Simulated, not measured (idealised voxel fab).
Process module under the name voxel ribs on slabs
Square cell edge 5 nm, section width 250 nm, ID cut.
Just so we're on the same page, the cross-sections are grids of square cells, and they're listed out in bands top to bottom, each band one or more rows deep. Band entry format. Leading values: height of top, height of bottom, nm. Remainder: materials in left-to-right order, each with its width in nm. Special words: "full width" on a single material, which then fills the band edge to edge; "blank", empty space. Where do heights start? At 0: under that level the wafer as delivered is made of one material only. And the lowest band has no floor; it just carries on downward, as in "0 -> down". The notation "30..40" denotes a width that varies across the rows of cells in the band, beginning at the first number in the top row, finishing at the second number in the bottom row, and changing by an identical amount from each row to the next. No cell of the cross-section changed in a step that is given as "no alterations made". Entry "Closed internal voids" = empty spaces >= 8 cells with no open way to the top; each as width x height at distance, distance from left edge, all nm. Where a step's line continues beyond its settings, the continuation is a remark by the simulator itself on that step. The optional step-line setting "overlay nm" applies to steps with a mask and quantifies how far to the right of its planned location the mask lay, a negative value indicating leftward placement.
## Set out below are the planned steps of the process
| 1 | RECEIVE (material Si) |
| 2 | DIRECTIONAL_DEP (material SiO2; thk nm 20) |
| 3 | DIRECTIONAL_DEP (material SiN; thk nm 25) |
| 4 | PATTERN (tone cover; mask id RIB; material resist; width nm 25; thk nm 15; overlay nm -15) |
| 5 | DIRECTIONAL_ETCH (etch materials SiN; depth nm 5) |
| 6 | STRIP (etch materials resist) |
| 7 | DIRECTIONAL_DEP (material aC; thk nm 10) |
| 8 | PATTERN (tone cover; mask id SLAB; material resist; width nm 55; thk nm 25; overlay nm 0) |
| 9 | DIRECTIONAL_ETCH (etch materials aC; depth nm 10) |
| 10 | STRIP (etch materials resist) |
| 11 | DIRECTIONAL_ETCH (etch materials SiN; depth nm 20) |
| 12 | STRIP (etch materials aC) |
| 13 | FILL_DEP (material SiO2; thk nm 25) |
| 14 | CMP (height nm 65) |
| 15 | DIRECTIONAL_DEP (material TiN; thk nm 10) |
| 16 | DIRECTIONAL_DEP (material aC; thk nm 15) |
| 17 | PATTERN (tone cover; mask id HEATER; material resist; width nm 35; thk nm 35; overlay nm 0) |
| 18 | DIRECTIONAL_ETCH (etch materials aC; depth nm 15) |
| 19 | STRIP (etch materials resist) |
| 20 | DIRECTIONAL_ETCH (etch materials TiN; depth nm 10) |
| 21 | STRIP (etch materials aC) |
| 22 | CONFORMAL_DEP (material SiN; thk nm 10) |
Wafers differ in overlay nm at step 4; plan lists the first wafer's value; identical starting state.
## Incoming state of the first of several wafers in cross-section: after step 1
	0 -> down | Si full width
	Closed internal voids: none
## Below: a row per wafer. Contents at end of module: for every material, cells gained since receipt (+) or lost since receipt (-); then closed voids
overlay nm -15; +157 SiN; +601 SiO2; +14 TiN; Closed internal voids: none
overlay nm -10; +157 SiN; +601 SiO2; +14 TiN; Closed internal voids: none
overlay nm -5; +157 SiN; +601 SiO2; +14 TiN; Closed internal voids: none
overlay nm 0; +157 SiN; +601 SiO2; +14 TiN; Closed internal voids: none
overlay nm 5; +157 SiN; +601 SiO2; +14 TiN; Closed internal voids: none
overlay nm 10; +157 SiN; +601 SiO2; +14 TiN; Closed internal voids: none
overlay nm 15; +157 SiN; +601 SiO2; +14 TiN; Closed internal voids: none
